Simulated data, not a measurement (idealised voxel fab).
voxel wiring stack: a process module
Square cell edge 5 nm, section width 195 nm, ID cut.
A cross-section in this document is a grid of square cells, and it is written down as bands, the top band listed before the ones below it; a band is made up of one or more rows of cells. For a band, the entry starts with two heights in nm, that of the top and then that of the bottom, and carries on with the band's materials in order from left to right, each alongside its width in nm; the word "edge to edge" beside a single material means it fills the band edge to edge, and "blank" means empty space. The level at which height equals 0 is the one under which the wafer, as it arrives, is entirely one material. No lower edge exists for the bottom band, which continues downward and is notated as in "0 down". Think of "30->40" as a width that walks from the first number to the second as you go down the band, top row to bottom row, taking equal-sized steps from row to row. Take "no modifications" at face value: in the step it is given for, the cross-section changed in none of its cells. Heads up: "Closed voids list" only lists the empty pockets with no open path to the top that are 8 cells or more, and it writes them as width x height at distance, distance from the left edge, in nm. Formally, on a step line, whatever follows the settings is a remark that the simulator itself makes on the step. A step line may carry the setting "overlay nm", which, for steps involving a mask, states the distance by which the mask lay to the right of its intended position; negative values denote displacement to the left.
[Process steps foreseen in the plan]
1: RECEIVE,material Si
2: CONFORMAL_DEP,material SiO2,thk nm 15
3: CONFORMAL_DEP,material SiCN,thk nm 5
4: DIRECTIONAL_DEP,material lowk,thk nm 20
5: MASKED_ETCH,tone open,mask id METAL_1,width nm 25,pitch nm 40,etch materials lowk,depth nm 20,overlay nm 0
6: MASKED_ETCH,tone open,mask id METAL_1,width nm 25,pitch nm 40,etch materials SiCN,depth nm 5,overlay nm 0
7: CONFORMAL_DEP,material TiN,thk nm 5
8: FILL_DEP,material Cu,thk nm 10
9: CMP,height nm 40
10: EPI,material Ru,thk nm 5
11: FILL_DEP,material SiCN,thk nm 5
12: DIRECTIONAL_DEP,material lowk,thk nm 25
13: DIRECTIONAL_DEP,material aC,thk nm 15
14: PATTERN,tone open,mask id METAL_2,material resist,width nm 25,pitch nm 40,thk nm 35,overlay nm 0
15: DIRECTIONAL_ETCH,etch materials aC,depth nm 15
16: STRIP,etch materials resist
17: DIRECTIONAL_ETCH,etch materials lowk,depth nm 15
18: STRIP,etch materials aC
19: PATTERN,tone open,mask id METAL_2_HOLES,material resist,width nm 15,pitch nm 40,thk nm 20,overlay nm 0
20: DIRECTIONAL_ETCH,etch materials lowk,depth nm 10
21: DIRECTIONAL_ETCH,etch materials SiCN,depth nm 5
22: STRIP,etch materials resist
23: CONFORMAL_DEP,material TiN,thk nm 5
24: FILL_DEP,material Cu,thk nm 10
25: CMP,height nm 75
26: CONFORMAL_DEP,material SiCN,thk nm 5
[First of the two wafers, run per plan]
[Wafer at receipt (post step 1), cross-section]
    0 down  Si edge to edge
    Closed voids list: none
[Cross-section: wafer state after step 2]
    15 to 0  SiO2 edge to edge
    Note: structure below 0 unchanged.
[Cross-section: wafer state after step 3]
    20 to 15  SiCN edge to edge
    Note: structure below 15 unchanged.
[Cross-section: wafer state after step 4]
    40 to 20  lowk edge to edge
    Note: structure below 20 unchanged.
[Cross-section: wafer state after step 5]
    40 to 20  lowk 65 | blank 25 | lowk 15 | blank 25 | lowk 65
    Note: structure below 20 unchanged.
[Cross-section: wafer state after step 6]
    40 to 20  lowk 65 | blank 25 | lowk 15 | blank 25 | lowk 65
    20 to 15  SiCN 65 | blank 25 | SiCN 15 | blank 25 | SiCN 65
    Note: structure below 15 unchanged.
[Cross-section: wafer state after step 7]
    45 to 40  TiN 70 | blank 15 | TiN 25 | blank 15 | TiN 70
    40 to 20  lowk 65 | TiN 5 | blank 15 | TiN 5 | lowk 15 | TiN 5 | blank 15 | TiN 5 | lowk 65
    20 to 15  SiCN 65 | TiN 25 | SiCN 15 | TiN 25 | SiCN 65
    Note: structure below 15 unchanged.
[Cross-section: wafer state after step 8]
    55 to 45  Cu edge to edge
    45 to 40  TiN 70 | Cu 15 | TiN 25 | Cu 15 | TiN 70
    40 to 20  lowk 65 | TiN 5 | Cu 15 | TiN 5 | lowk 15 | TiN 5 | Cu 15 | TiN 5 | lowk 65
    Note: structure below 20 unchanged.
[Cross-section: wafer state after step 9]
    40 to 20  lowk 65 | TiN 5 | Cu 15 | TiN 5 | lowk 15 | TiN 5 | Cu 15 | TiN 5 | lowk 65
    Note: structure below 20 unchanged.
[Cross-section: wafer state after step 10]
    45 to 40  blank 60 | Ru 35 | blank 5 | Ru 35 | blank 60
    Note: structure below 40 unchanged.
[Cross-section: wafer state after step 11]
    50 to 45  SiCN edge to edge
    45 to 40  SiCN 60 | Ru 35 | SiCN 5 | Ru 35 | SiCN 60
    Note: structure below 40 unchanged.
[Cross-section: wafer state after step 12]
    75 to 50  lowk edge to edge
    Note: structure below 50 unchanged.
[Cross-section: wafer state after step 13]
    90 to 75  aC edge to edge
    Note: structure below 75 unchanged.
[Cross-section: wafer state after step 14]
    125 to 90  resist 65 | blank 25 | resist 15 | blank 25 | resist 65
    Note: structure below 90 unchanged.
[Cross-section: wafer state after step 15]
    110 to 90  resist 65 | blank 25 | resist 15 | blank 25 | resist 65
    90 to 75  aC 65 | blank 25 | aC 15 | blank 25 | aC 65
    Note: structure below 75 unchanged.
[Cross-section: wafer state after step 16]
    90 to 75  aC 65 | blank 25 | aC 15 | blank 25 | aC 65
    Note: structure below 75 unchanged.
[Cross-section: wafer state after step 17]
    90 to 75  aC 65 | blank 25 | aC 15 | blank 25 | aC 65
    75 to 60  lowk 65 | blank 25 | lowk 15 | blank 25 | lowk 65
    Note: structure below 60 unchanged.
[Cross-section: wafer state after step 18]
    75 to 60  lowk 65 | blank 25 | lowk 15 | blank 25 | lowk 65
    Note: structure below 60 unchanged.
[Cross-section: wafer state after step 19]
    95 to 75  resist 65 | blank 15 | resist 25 | blank 15 | resist 75
    75 to 60  lowk 65 | blank 15 | resist 10 | lowk 15 | blank 15 | resist 10 | lowk 65
    Note: structure below 60 unchanged.
[Cross-section: wafer state after step 20]
    95 to 75  resist 65 | blank 15 | resist 25 | blank 15 | resist 75
    75 to 60  lowk 65 | blank 15 | resist 10 | lowk 15 | blank 15 | resist 10 | lowk 65
    60 to 50  lowk 65 | blank 15 | lowk 25 | blank 15 | lowk 75
    Note: structure below 50 unchanged.
[Cross-section: wafer state after step 21]
    95 to 75  resist 65 | blank 15 | resist 25 | blank 15 | resist 75
    75 to 60  lowk 65 | blank 15 | resist 10 | lowk 15 | blank 15 | resist 10 | lowk 65
    60 to 50  lowk 65 | blank 15 | lowk 25 | blank 15 | lowk 75
    50 to 45  SiCN 65 | blank 15 | SiCN 25 | blank 15 | SiCN 75
    Note: structure below 45 unchanged.
[Cross-section: wafer state after step 22]
    75 to 60  lowk 65 | blank 25 | lowk 15 | blank 25 | lowk 65
    Note: structure below 60 unchanged.
[Cross-section: wafer state after step 23]
    80 to 75  TiN 70 | blank 15 | TiN 25 | blank 15 | TiN 70
    75 to 65  lowk 65 | TiN 5 | blank 15 | TiN 5 | lowk 15 | TiN 5 | blank 15 | TiN 5 | lowk 65
    65 to 60  lowk 65 | TiN 5 | blank 5 | TiN 15 | lowk 15 | TiN 5 | blank 5 | TiN 15 | lowk 65
    60 to 50  lowk 65 | TiN 5 | blank 5 | TiN 5 | lowk 25 | TiN 5 | blank 5 | TiN 5 | lowk 75
    50 to 45  SiCN 65 | TiN 15 | SiCN 25 | TiN 15 | SiCN 75
    Note: structure below 45 unchanged.
[Cross-section: wafer state after step 24]
    90 to 80  Cu edge to edge
    80 to 75  TiN 70 | Cu 15 | TiN 25 | Cu 15 | TiN 70
    75 to 65  lowk 65 | TiN 5 | Cu 15 | TiN 5 | lowk 15 | TiN 5 | Cu 15 | TiN 5 | lowk 65
    65 to 60  lowk 65 | TiN 5 | Cu 5 | TiN 15 | lowk 15 | TiN 5 | Cu 5 | TiN 15 | lowk 65
    60 to 50  lowk 65 | TiN 5 | Cu 5 | TiN 5 | lowk 25 | TiN 5 | Cu 5 | TiN 5 | lowk 75
    Note: structure below 50 unchanged.
[Cross-section: wafer state after step 25]
    75 to 65  lowk 65 | TiN 5 | Cu 15 | TiN 5 | lowk 15 | TiN 5 | Cu 15 | TiN 5 | lowk 65
    Note: structure below 65 unchanged.
[Cross-section: wafer state after step 26]
    80 to 75  SiCN edge to edge
    Note: structure below 75 unchanged.
[The second wafer began exactly as the first did and followed the same plan, but one mistake was made while running it; through step 3 inclusive, the two wafers are identical]
[Cross-section, second wafer, at the end time the plan gives for step 4]
    35 to 20  lowk edge to edge
    Note: structure below 20 unchanged.
[Cross-section, second wafer, at the end time the plan gives for step 5]
    35 to 20  lowk 65 | blank 25 | lowk 15 | blank 25 | lowk 65
    Note: structure below 20 unchanged.
[Cross-section, second wafer, at the end time the plan gives for step 6]
    35 to 20  lowk 65 | blank 25 | lowk 15 | blank 25 | lowk 65
    20 to 15  SiCN 65 | blank 25 | SiCN 15 | blank 25 | SiCN 65
    Note: structure below 15 unchanged.
[Cross-section, second wafer, at the end time the plan gives for step 7]
    40 to 35  TiN 70 | blank 15 | TiN 25 | blank 15 | TiN 70
    35 to 20  lowk 65 | TiN 5 | blank 15 | TiN 5 | lowk 15 | TiN 5 | blank 15 | TiN 5 | lowk 65
    20 to 15  SiCN 65 | TiN 25 | SiCN 15 | TiN 25 | SiCN 65
    Note: structure below 15 unchanged.
[Cross-section, second wafer, at the end time the plan gives for step 8]
    50 to 40  Cu edge to edge
    40 to 35  TiN 70 | Cu 15 | TiN 25 | Cu 15 | TiN 70
    35 to 20  lowk 65 | TiN 5 | Cu 15 | TiN 5 | lowk 15 | TiN 5 | Cu 15 | TiN 5 | lowk 65
    Note: structure below 20 unchanged.
[Cross-section, second wafer, at the end time the plan gives for step 9]
    40 to 35  TiN 70 | Cu 15 | TiN 25 | Cu 15 | TiN 70
    Note: structure below 35 unchanged.
[Cross-section, second wafer, at the end time the plan gives for step 10]
    45 to 40  Ru edge to edge
    Note: structure below 40 unchanged.
[Cross-section, second wafer, at the end time the plan gives for step 11]
    50 to 45  SiCN edge to edge
    Note: structure below 45 unchanged.
[Cross-section, second wafer, at the end time the plan gives for step 12]
    75 to 50  lowk edge to edge
    Note: structure below 50 unchanged.
[Cross-section, second wafer, at the end time the plan gives for step 13]
    90 to 75  aC edge to edge
    Note: structure below 75 unchanged.
[Cross-section, second wafer, at the end time the plan gives for step 14]
    125 to 90  resist 65 | blank 25 | resist 15 | blank 25 | resist 65
    Note: structure below 90 unchanged.
[Cross-section, second wafer, at the end time the plan gives for step 15]
    110 to 90  resist 65 | blank 25 | resist 15 | blank 25 | resist 65
    90 to 75  aC 65 | blank 25 | aC 15 | blank 25 | aC 65
    Note: structure below 75 unchanged.
[Cross-section, second wafer, at the end time the plan gives for step 16]
    90 to 75  aC 65 | blank 25 | aC 15 | blank 25 | aC 65
    Note: structure below 75 unchanged.
[Cross-section, second wafer, at the end time the plan gives for step 17]
    90 to 75  aC 65 | blank 25 | aC 15 | blank 25 | aC 65
    75 to 60  lowk 65 | blank 25 | lowk 15 | blank 25 | lowk 65
    Note: structure below 60 unchanged.
[Cross-section, second wafer, at the end time the plan gives for step 18]
    75 to 60  lowk 65 | blank 25 | lowk 15 | blank 25 | lowk 65
    Note: structure below 60 unchanged.
[Cross-section, second wafer, at the end time the plan gives for step 19]
    95 to 75  resist 65 | blank 15 | resist 25 | blank 15 | resist 75
    75 to 60  lowk 65 | blank 15 | resist 10 | lowk 15 | blank 15 | resist 10 | lowk 65
    Note: structure below 60 unchanged.
[Cross-section, second wafer, at the end time the plan gives for step 20]
    95 to 75  resist 65 | blank 15 | resist 25 | blank 15 | resist 75
    75 to 60  lowk 65 | blank 15 | resist 10 | lowk 15 | blank 15 | resist 10 | lowk 65
    60 to 50  lowk 65 | blank 15 | lowk 25 | blank 15 | lowk 75
    Note: structure below 50 unchanged.
[Cross-section, second wafer, at the end time the plan gives for step 21]
    95 to 75  resist 65 | blank 15 | resist 25 | blank 15 | resist 75
    75 to 60  lowk 65 | blank 15 | resist 10 | lowk 15 | blank 15 | resist 10 | lowk 65
    60 to 50  lowk 65 | blank 15 | lowk 25 | blank 15 | lowk 75
    50 to 45  SiCN 65 | blank 15 | SiCN 25 | blank 15 | SiCN 75
    Note: structure below 45 unchanged.
[Cross-section, second wafer, at the end time the plan gives for step 22]
    75 to 60  lowk 65 | blank 25 | lowk 15 | blank 25 | lowk 65
    Note: structure below 60 unchanged.
[Cross-section, second wafer, at the end time the plan gives for step 23]
    80 to 75  TiN 70 | blank 15 | TiN 25 | blank 15 | TiN 70
    75 to 65  lowk 65 | TiN 5 | blank 15 | TiN 5 | lowk 15 | TiN 5 | blank 15 | TiN 5 | lowk 65
    65 to 60  lowk 65 | TiN 5 | blank 5 | TiN 15 | lowk 15 | TiN 5 | blank 5 | TiN 15 | lowk 65
    60 to 50  lowk 65 | TiN 5 | blank 5 | TiN 5 | lowk 25 | TiN 5 | blank 5 | TiN 5 | lowk 75
    50 to 45  SiCN 65 | TiN 15 | SiCN 25 | TiN 15 | SiCN 75
    Note: structure below 45 unchanged.
[Cross-section, second wafer, at the end time the plan gives for step 24]
    90 to 80  Cu edge to edge
    80 to 75  TiN 70 | Cu 15 | TiN 25 | Cu 15 | TiN 70
    75 to 65  lowk 65 | TiN 5 | Cu 15 | TiN 5 | lowk 15 | TiN 5 | Cu 15 | TiN 5 | lowk 65
    65 to 60  lowk 65 | TiN 5 | Cu 5 | TiN 15 | lowk 15 | TiN 5 | Cu 5 | TiN 15 | lowk 65
    60 to 50  lowk 65 | TiN 5 | Cu 5 | TiN 5 | lowk 25 | TiN 5 | Cu 5 | TiN 5 | lowk 75
    Note: structure below 50 unchanged.
[Cross-section, second wafer, at the end time the plan gives for step 25]
    75 to 65  lowk 65 | TiN 5 | Cu 15 | TiN 5 | lowk 15 | TiN 5 | Cu 15 | TiN 5 | lowk 65
    Note: structure below 65 unchanged.
[Cross-section, second wafer, at the end time the plan gives for step 26]
    80 to 75  SiCN edge to edge
    Note: structure below 75 unchanged.
Misprocessing identified: step 4 was run on a setting that differed from the plan, and what really ran there is DIRECTIONAL_DEP,material lowk,thk nm 15
Final difference in cells, second wafer against first, listed per material as more or fewer: +25 Ru, -25 SiCN, +29 TiN, -29 lowk
